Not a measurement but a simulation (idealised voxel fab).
The document below concerns the process module designated voxel self aligned contacts.
Square cells of 5 nm make up the cross-section cut, whose width is 220 nm.
Just so we're on the same page, the cross-sections are grids of square cells, and they're listed out in bands top to bottom, each band one or more rows deep. Per band: top height and bottom height in nm, followed by the left-to-right materials and their widths in nm; "everywhere" marks a single material spanning edge to edge, "blank" marks empty space. It should be noted that heights are counted from 0, beneath which the wafer as supplied is of one material throughout, and that the lowest band possesses no lower boundary but continues downward, as written in "0 down". With a width like "30..40", each row of cells in the band differs from the next by the same amount, the top row carrying the first number and the bottom row the second. A step reported as "stayed the same" is a step in which no cell of the cross-section changed. Look at "Voids, fully enclosed" for the closed voids: empty spaces with no open path to the top, sized 8 cells or up. Each is width x height at distance, distance from the left edge, all nm. On a step's line, text after the settings is the simulator commenting on that step. Regarding "overlay nm": on a step with a mask, it is the distance the mask lay to the right of its planned place; a negative value places it to the left.

**The planned process steps are enumerated hereunder**
1. RECEIVE: material Si
2. OXIDIZE: depth nm 5
3. DIRECTIONAL_DEP: material polySi, thk nm 20
4. DIRECTIONAL_DEP: material SiN, thk nm 15
5. PATTERN: tone cover, mask id GATE, material resist, width nm 25, pitch nm 50, thk nm 15, overlay nm 0
6. DIRECTIONAL_ETCH: etch materials SiN, depth nm 15
7. DIRECTIONAL_ETCH: etch materials polySi, depth nm 20
8. STRIP: etch materials resist
9. CONFORMAL_DEP: material SiN, thk nm 5
10. DIRECTIONAL_ETCH: etch materials SiN, depth nm 5
11. FILL_DEP: material SiO2, thk nm 10
12. CMP: height nm 40
13. PATTERN: tone open, mask id CONTACT, material resist, width nm 25, pitch nm 50, thk nm 15, overlay nm 0
14. DIRECTIONAL_ETCH: etch materials SiO2, depth nm 45
15. STRIP: etch materials resist
16. CONFORMAL_DEP: material TiN, thk nm 5
17. FILL_DEP: material Ru, thk nm 10
18. CMP: height nm 40
19. CONFORMAL_DEP: material SiCN, thk nm 5
All wafers enter the flow in the same state. The width nm at step 13 differs from wafer to wafer, and the plan gives the value for the first wafer.

**Cross-section of the first of several received wafers, showing its state after step 1**
* 0 down = Si everywhere
* Voids, fully enclosed: none

**End-of-module cross-section, first of several wafers, after last step 19**
* 45 to 40 = SiCN everywhere
* 40 to 35 = SiO2: 70 / TiN: 10 / Ru: 5 / TiN: 10 / SiO2: 25 / TiN: 10 / Ru: 5 / TiN: 10 / SiO2: 75
* 35 to 20 = SiO2: 40 / SiN: 35 / TiN: 5 / Ru: 5 / TiN: 5 / SiN: 35 / TiN: 5 / Ru: 5 / TiN: 5 / SiN: 35 / SiO2: 45
* 20 to 0 = SiO2: 40 / SiN: 5 / polySi: 25 / SiN: 5 / TiN: 5 / Ru: 5 / TiN: 5 / SiN: 5 / polySi: 25 / SiN: 5 / TiN: 5 / Ru: 5 / TiN: 5 / SiN: 5 / polySi: 25 / SiN: 5 / SiO2: 45
* 0 to -5 = SiO2: 75 / TiN: 15 / SiO2: 35 / TiN: 15 / SiO2: 80
* -5 down = Si everywhere
* Voids, fully enclosed: none

**The last wafer as seen in cross-section at the end of the module**
* 45 to 40 = SiCN everywhere
* 40 to 35 = SiO2: 65 / TiN: 15 / Ru: 5 / TiN: 15 / SiO2: 15 / TiN: 15 / Ru: 5 / TiN: 15 / SiO2: 70
* 35 to 20 = SiO2: 40 / SiN: 35 / TiN: 5 / Ru: 5 / TiN: 5 / SiN: 35 / TiN: 5 / Ru: 5 / TiN: 5 / SiN: 35 / SiO2: 45
* 20 to 0 = SiO2: 40 / SiN: 5 / polySi: 25 / SiN: 5 / TiN: 5 / Ru: 5 / TiN: 5 / SiN: 5 / polySi: 25 / SiN: 5 / TiN: 5 / Ru: 5 / TiN: 5 / SiN: 5 / polySi: 25 / SiN: 5 / SiO2: 45
* 0 to -5 = SiO2: 75 / TiN: 15 / SiO2: 35 / TiN: 15 / SiO2: 80
* -5 down = Si everywhere
* Voids, fully enclosed: none

**Tabulated below, wafer by wafer, are the end-of-module results: for each material, the number of cells gained (+) or lost (-) relative to the as-received state, followed by the closed voids**
width nm 25; +16 Ru; -44 Si; +44 SiCN; +87 SiN; +191 SiO2; +42 TiN; +60 polySi; Voids, fully enclosed: none
width nm 30; +16 Ru; -44 Si; +44 SiCN; +87 SiN; +189 SiO2; +44 TiN; +60 polySi; Voids, fully enclosed: none
width nm 35; +16 Ru; -44 Si; +44 SiCN; +87 SiN; +187 SiO2; +46 TiN; +60 polySi; Voids, fully enclosed: none
